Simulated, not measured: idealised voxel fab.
process module | voxel gate over fins
cross-section cut | 275 nm wide | cells 5 nm
A cross-section is a grid of square cells, given in bands from the top down. A band is one or more rows of cells.
Each band's line starts with the height of the band's top and of its bottom, in nm. Then come its materials from left to right, each with its width in nm. One material with "throughout" fills the band from edge to edge. "air" is empty space.
Height 0 is the level under which the wafer as received is all one material. The lowest band goes on downwards, as in "0 down".
A width such as "30 to 40" changes by the same amount from each row of cells to the next, from the band's top row to its bottom row.
"no change" after a step means that no cell of the cross-section changed.
closed voids: empty space of 8 cells or more with no open way to the top, each as width x height at its distance from the left edge, in nm
after a step's settings: what the simulator itself notes on the step
overlay nm, on a step with a mask: how far to the right of its planned place the mask lay; to the left if negative
plan
1 op RECEIVE | material Si
2 op CONFORMAL_DEP | material SiN | thk nm 10
3 op DIRECTIONAL_DEP | material aC | thk nm 10
4 op PATTERN | tone cover | mask id FINS | material resist | width nm 15 | pitch nm 55 | thk nm 25 | overlay nm 0
5 op DIRECTIONAL_ETCH | etch materials aC | depth nm 10
6 op STRIP | etch materials resist
7 op DIRECTIONAL_ETCH | etch materials SiN | depth nm 10
8 op DIRECTIONAL_ETCH | etch materials Si | depth nm 40
9 op STRIP | etch materials aC
10 op OXIDIZE | depth nm 5
11 op FILL_DEP | material SiO2 | thk nm 5
12 op CMP | height nm 10
13 op PATTERN | tone open | mask id RAIL | material resist | width nm 15 | thk nm 15 | overlay nm 0
14 op DIRECTIONAL_ETCH | etch materials SiO2 | depth nm 45
15 op STRIP | etch materials resist
16 op CONFORMAL_DEP | material TiN | thk nm 5
17 op FILL_DEP | material W | thk nm 10
18 op CMP | height nm 10
19 op SELECTIVE_ETCH | etch materials W Ru TiN | depth nm 30
20 op FILL_DEP | material SiO2 | thk nm 5
21 op CMP | height nm 10
22 op SELECTIVE_ETCH | etch materials SiO2 | depth nm 25
23 op STRIP | etch materials SiN
24 op CONFORMAL_DEP | material HfO2 | thk nm 5
25 op CONFORMAL_DEP | material TiN | thk nm 5
26 op CONFORMAL_DEP | material TiAl | thk nm 5
27 op CONFORMAL_DEP | material TiN | thk nm 5
28 op FILL_DEP | material W | thk nm 10
29 op CMP | height nm 25
30 op CONFORMAL_DEP | material SiN | thk nm 5
varied across the wafers: width nm of step 4. The plan shows the first wafer's value. All wafers start alike
first wafer as received, after step 1
  0 down: Si throughout
  closed voids: none
first wafer at the end, after step 30
  30 to 25: SiN throughout
  25 to 20: W throughout
  20 to 15: W 60 | TiN 45 | W 10 | TiN 45 | W 10 | TiN 45 | W 60
  15 to 10: W 60 | TiN 5 | TiAl 35 | TiN 5 | W 10 | TiN 5 | TiAl 35 | TiN 5 | W 10 | TiN 5 | TiAl 35 | TiN 5 | W 60
  10 to 5: W 60 | TiN 5 | TiAl 5 | TiN 25 | TiAl 5 | TiN 5 | W 10 | TiN 5 | TiAl 5 | TiN 25 | TiAl 5 | TiN 5 | W 10 | TiN 5 | TiAl 5 | TiN 25 | TiAl 5 | TiN 5 | W 60
  5 to 0: TiN 65 | TiAl 5 | TiN 5 | HfO2 15 | TiN 5 | TiAl 5 | TiN 20 | TiAl 5 | TiN 5 | HfO2 15 | TiN 5 | TiAl 5 | TiN 20 | TiAl 5 | TiN 5 | HfO2 15 | TiN 5 | TiAl 5 | TiN 65
  0 to -5: TiAl 70 | TiN 5 | HfO2 5 | Si 5 | HfO2 5 | TiN 5 | TiAl 30 | TiN 5 | HfO2 5 | Si 5 | HfO2 5 | TiN 5 | TiAl 30 | TiN 5 | HfO2 5 | Si 5 | HfO2 5 | TiN 5 | TiAl 70
  -5 to -10: TiN 75 | HfO2 5 | Si 5 | HfO2 5 | TiN 40 | HfO2 5 | Si 5 | HfO2 5 | TiN 40 | HfO2 5 | Si 5 | HfO2 5 | TiN 75
  -10 to -15: HfO2 80 | Si 5 | HfO2 50 | Si 5 | HfO2 50 | Si 5 | HfO2 80
  -15 to -20: SiO2 80 | Si 5 | SiO2 50 | Si 5 | SiO2 50 | Si 5 | SiO2 80
  -20 to -30: SiO2 80 | Si 5 | SiO2 15 | TiN 5 | W 5 | TiN 5 | SiO2 20 | Si 5 | SiO2 50 | Si 5 | SiO2 80
  -30 to -35: SiO2 80 | Si 5 | SiO2 15 | TiN 15 | SiO2 20 | Si 5 | SiO2 50 | Si 5 | SiO2 80
  -35 to -45: SiO2 80 | Si 5 | SiO2 50 | Si 5 | SiO2 50 | Si 5 | SiO2 80
  -45 down: Si throughout
  closed voids: none
last wafer at the end
  30 to 25: SiN throughout
  25 to 20: W throughout
  20 to 15: W 55 | TiN 170 | W 50
  15 to 10: W 55 | TiN 5 | TiAl 50 | TiN 5 | TiAl 50 | TiN 5 | TiAl 50 | TiN 5 | W 50
  10 to 5: W 55 | TiN 5 | TiAl 5 | TiN 40 | TiAl 5 | TiN 5 | TiAl 5 | TiN 40 | TiAl 5 | TiN 5 | TiAl 5 | TiN 40 | TiAl 5 | TiN 5 | W 50
  5 to 0: TiN 60 | TiAl 5 | TiN 5 | HfO2 30 | TiN 5 | TiAl 5 | TiN 5 | TiAl 5 | TiN 5 | HfO2 30 | TiN 5 | TiAl 5 | TiN 5 | TiAl 5 | TiN 5 | HfO2 30 | TiN 5 | TiAl 5 | TiN 55
  0 to -5: TiAl 65 | TiN 5 | HfO2 5 | Si 20 | HfO2 5 | TiN 5 | TiAl 15 | TiN 5 | HfO2 5 | Si 20 | HfO2 5 | TiN 5 | TiAl 15 | TiN 5 | HfO2 5 | Si 20 | HfO2 5 | TiN 5 | TiAl 60
  -5 to -10: TiN 70 | HfO2 5 | Si 20 | HfO2 5 | TiN 25 | HfO2 5 | Si 20 | HfO2 5 | TiN 25 | HfO2 5 | Si 20 | HfO2 5 | TiN 65
  -10 to -15: HfO2 75 | Si 20 | HfO2 35 | Si 20 | HfO2 35 | Si 20 | HfO2 70
  -15 to -20: SiO2 75 | Si 20 | SiO2 35 | Si 20 | SiO2 35 | Si 20 | SiO2 70
  -20 to -30: SiO2 75 | Si 20 | SiO2 5 | TiN 5 | W 5 | TiN 5 | SiO2 15 | Si 20 | SiO2 35 | Si 20 | SiO2 70
  -30 to -35: SiO2 75 | Si 20 | SiO2 5 | TiN 15 | SiO2 15 | Si 20 | SiO2 35 | Si 20 | SiO2 70
  -35 to -45: SiO2 75 | Si 20 | SiO2 35 | Si 20 | SiO2 35 | Si 20 | SiO2 70
  -45 down: Si throughout
  closed voids: none
each wafer at the end: cells of each material gained (+) or lost (-) since it was received, then its closed voids
width nm 15 | +73 HfO2 | -468 Si | +55 SiN | +303 SiO2 | +73 TiAl | +153 TiN | +141 W | closed voids: none
width nm 20 | +73 HfO2 | -441 Si | +55 SiN | +285 SiO2 | +73 TiAl | +153 TiN | +132 W | closed voids: none
width nm 25 | +73 HfO2 | -414 Si | +55 SiN | +267 SiO2 | +73 TiAl | +153 TiN | +123 W | closed voids: none
width nm 30 | +73 HfO2 | -387 Si | +55 SiN | +249 SiO2 | +73 TiAl | +147 TiN | +120 W | closed voids: none
